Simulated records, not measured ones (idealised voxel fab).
A process module follows: voxel gate over fins.
Xsec cut, 230 nm wide, square cell size 5 nm.
In what follows, cross-sections appear as grids of square cells, described through bands that run from the top down, where every band is one or more rows of cells. Heads up on the band format: heights come first, top then bottom, in nm. After that it's the materials left to right, each with its width in nm. A single material flagged "throughout" fills the whole band edge to edge, and "blank" means there's empty space there. The level at which height equals 0 is the one under which the wafer, as it arrives, is entirely one material. No lower edge exists for the bottom band, which continues downward and is notated as in "0 -> down". Think of "30->40" as a width that walks from the first number to the second as you go down the band, top row to bottom row, taking equal-sized steps from row to row. "nothing changed" for a step: no cell of the cross-section changed in that step. Entry "Non-vented voids". Content: empty spaces with no open connection to the top, size 8 cells or greater. Each: width x height at distance. Distance: from left edge. Unit: nm. On a step's line, text after the settings is the simulator commenting on that step. "overlay nm" answers the question of how far to the right of plan the mask lay on a step that has a mask, and when it is negative the answer is to the left.
-- Process steps (planned)
1) RECEIVE | material Si
2) CONFORMAL_DEP | material SiN | thk nm 5
3) PATTERN | tone cover | mask id FINS | material resist | width nm 15 | pitch nm 60 | thk nm 20 | overlay nm 0
4) DIRECTIONAL_ETCH | etch materials SiN | depth nm 5
5) DIRECTIONAL_ETCH | etch materials Si | depth nm 35
6) STRIP | etch materials resist
7) OXIDIZE | depth nm 5
8) FILL_DEP | material SiO2 | thk nm 15
9) CMP | height nm 5
10) PATTERN | tone open | mask id RAIL | material resist | width nm 15 | thk nm 20 | overlay nm 0
11) DIRECTIONAL_ETCH | etch materials SiO2 | depth nm 35
12) STRIP | etch materials resist
13) CONFORMAL_DEP | material TiN | thk nm 5
14) FILL_DEP | material Ru | thk nm 10
15) CMP | height nm 5
16) SELECTIVE_ETCH | etch materials W Ru TiN | depth nm 30
17) FILL_DEP | material SiO2 | thk nm 5
18) CMP | height nm 5
19) SELECTIVE_ETCH | etch materials SiO2 | depth nm 20
20) STRIP | etch materials SiN
21) CONFORMAL_DEP | material HfO2 | thk nm 5
22) CONFORMAL_DEP | material TiN | thk nm 5
23) CONFORMAL_DEP | material TiAl | thk nm 5
24) CONFORMAL_DEP | material TiN | thk nm 5
25) FILL_DEP | material W | thk nm 15
26) CMP | height nm 30
27) CONFORMAL_DEP | material SiN | thk nm 10
For clarity, it should be stated that the wafers under discussion commence in an identical condition and differ with respect to the width nm of step 3, the plan indicating the value that the first wafer had.
-- The first of several wafers, as received after step 1, seen in section
    0 -> down | Si throughout
    Non-vented voids: none
-- Gained (+) or lost (-) cells of each material since receipt, then closed voids: one row per wafer, at the end of the module
width nm 15 | +58 HfO2 | -352 Si | +92 SiN | +217 SiO2 | +58 TiAl | +119 TiN | +176 W | Non-vented voids: none
width nm 20 | +58 HfO2 | -336 Si | +92 SiN | +207 SiO2 | +58 TiAl | +119 TiN | +170 W | Non-vented voids: none
width nm 25 | +58 HfO2 | -320 Si | +92 SiN | +197 SiO2 | +58 TiAl | +119 TiN | +164 W | Non-vented voids: none
width nm 30 | +58 HfO2 | -304 Si | +92 SiN | +187 SiO2 | +58 TiAl | +119 TiN | +158 W | Non-vented voids: none
